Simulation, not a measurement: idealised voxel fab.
process module | voxel capacitor over wiring
Cross-section cut spans 300 nm and uses square cells 5 nm in size.
Throughout this document, each cross-section is represented as a grid of square cells and is presented as a sequence of bands enumerated from the top downward, where a band comprises one or more rows of cells. For a band, the entry starts with two heights in nm, that of the top and then that of the bottom, and carries on with the band's materials in order from left to right, each alongside its width in nm; the word "full width" beside a single material means it fills the band edge to edge, and "air" means empty space. Height 0 is the level under which the wafer as received is all one material. The lowest band goes on downwards, as in "0 down". You'd read "30->40" like this: the band's top row of cells is as wide as the first number, its bottom row is as wide as the second, and going down, every row changes width by the same amount as the row before did. The designation "no change occurred", where it is given for a processing step, indicates that no cell of the cross-section was altered in the course of that step. Any empty space of 8 cells or more lacking an open way to the top shows up in "Unvented internal voids" as width x height at distance, distance from the left edge, in nm. On a step's line, text after the settings is the simulator commenting on that step. overlay nm: on a step with a mask, how far right of its planned place the mask lay; negative means left.
Set out below are the planned steps of the process:
step 1: RECEIVE: material Si
step 2: CONFORMAL_DEP: material SiO2, thk nm 15
step 3: CONFORMAL_DEP: material SiN, thk nm 5
step 4: DIRECTIONAL_DEP: material lowk, thk nm 20
step 5: DIRECTIONAL_DEP: material aC, thk nm 15
step 6: PATTERN: tone open, mask id METAL_1, material resist, width nm 20, pitch nm 85, thk nm 30, overlay nm 0
step 7: DIRECTIONAL_ETCH: etch materials aC, depth nm 15
step 8: STRIP: etch materials resist
step 9: DIRECTIONAL_ETCH: etch materials lowk, depth nm 20
step 10: DIRECTIONAL_ETCH: etch materials SiN, depth nm 5
step 11: STRIP: etch materials aC
step 12: CONFORMAL_DEP: material TiN, thk nm 5
step 13: FILL_DEP: material Cu, thk nm 10
step 14: CMP: height nm 40
step 15: CONFORMAL_DEP: material SiCN, thk nm 5
step 16: DIRECTIONAL_DEP: material lowk, thk nm 20
step 17: PATTERN: tone open, mask id PLUG_1, material resist, width nm 15, thk nm 20, overlay nm 0
step 18: DIRECTIONAL_ETCH: etch materials lowk, depth nm 20
step 19: DIRECTIONAL_ETCH: etch materials SiCN, depth nm 5
step 20: STRIP: etch materials resist
step 21: EPI: material Ru, thk nm 10
step 22: EPI: material Ru, thk nm 10
step 23: EPI: material Ru, thk nm 5
step 24: DIRECTIONAL_DEP: material TiN, thk nm 5
step 25: DIRECTIONAL_DEP: material SiN, thk nm 5
step 26: DIRECTIONAL_DEP: material TiN, thk nm 10
step 27: PATTERN: tone cover, mask id UPPER_PLATE, material resist, width nm 70, thk nm 15, overlay nm 0
step 28: DIRECTIONAL_ETCH: etch materials TiN, depth nm 10
step 29: DIRECTIONAL_ETCH: etch materials SiN, depth nm 5
step 30: STRIP: etch materials resist
step 31: MASKED_ETCH: tone cover, mask id LOWER_PLATE, width nm 80, etch materials TiN, depth nm 5, overlay nm 0
step 32: FILL_DEP: material SiO2, thk nm 20
step 33: CMP: height nm 100
step 34: MASKED_ETCH: tone open, mask id PLUG_2, width nm 15, etch materials SiO2, depth nm 15, overlay nm 0
step 35: CONFORMAL_DEP: material TiN, thk nm 5
step 36: FILL_DEP: material Cu, thk nm 10
step 37: CMP: height nm 100
step 38: CONFORMAL_DEP: material SiCN, thk nm 5
Here's what the wafer looked like in cross-section when it arrived - that's after step 1:
- 0 down  Si full width
- Unvented internal voids: none
first wafer at the end, as planned:
- 105 to 100  SiCN full width
- 100 to 90  SiO2 110 / TiN 5 / Cu 5 / TiN 5 / SiO2 175
- 90 to 85  SiO2 110 / TiN 15 / SiO2 175
- 85 to 75  SiO2 100 / TiN 70 / SiO2 130
- 75 to 70  SiO2 100 / SiN 70 / SiO2 130
- 70 to 65  SiO2 95 / TiN 80 / SiO2 125
- 65 to 45  lowk 100 / Ru 15 / lowk 185
- 45 to 40  SiCN 100 / Ru 15 / SiCN 185
- 40 to 20  lowk 95 / TiN 5 / Cu 10 / TiN 5 / lowk 65 / TiN 5 / Cu 10 / TiN 5 / lowk 100
- 20 to 15  SiN 95 / TiN 20 / SiN 65 / TiN 20 / SiN 100
- 15 to 0  SiO2 full width
- 0 down  Si full width
- Unvented internal voids: none
Cross-sectional image of the second wafer of the two following completion of the module. Starting state and process plan were the same as for the first wafer; one execution error occurred:
- 105 to 100  SiCN full width
- 100 to 85  SiN full width
- 85 to 75  SiN 100 / TiN 70 / SiN 130
- 75 to 70  SiN full width
- 70 to 65  SiN 95 / TiN 80 / SiN 125
- 65 to 45  lowk 100 / Ru 15 / lowk 185
- 45 to 40  SiCN 100 / Ru 15 / SiCN 185
- 40 to 20  lowk 95 / TiN 5 / Cu 10 / TiN 5 / lowk 65 / TiN 5 / Cu 10 / TiN 5 / lowk 100
- 20 to 15  SiN 95 / TiN 20 / SiN 65 / TiN 20 / SiN 100
- 15 to 0  SiO2 full width
- 0 down  Si full width
- Unvented internal voids: none
Deviation from plan: step 32 did not happen as planned, as run it was FILL_DEP: material SiN, thk nm 20
Final wafer comparison in cells, second versus first, more or fewer per material: Cu: 2 fewer, SiN: 362 more, SiO2: 353 fewer, TiN: 7 fewer
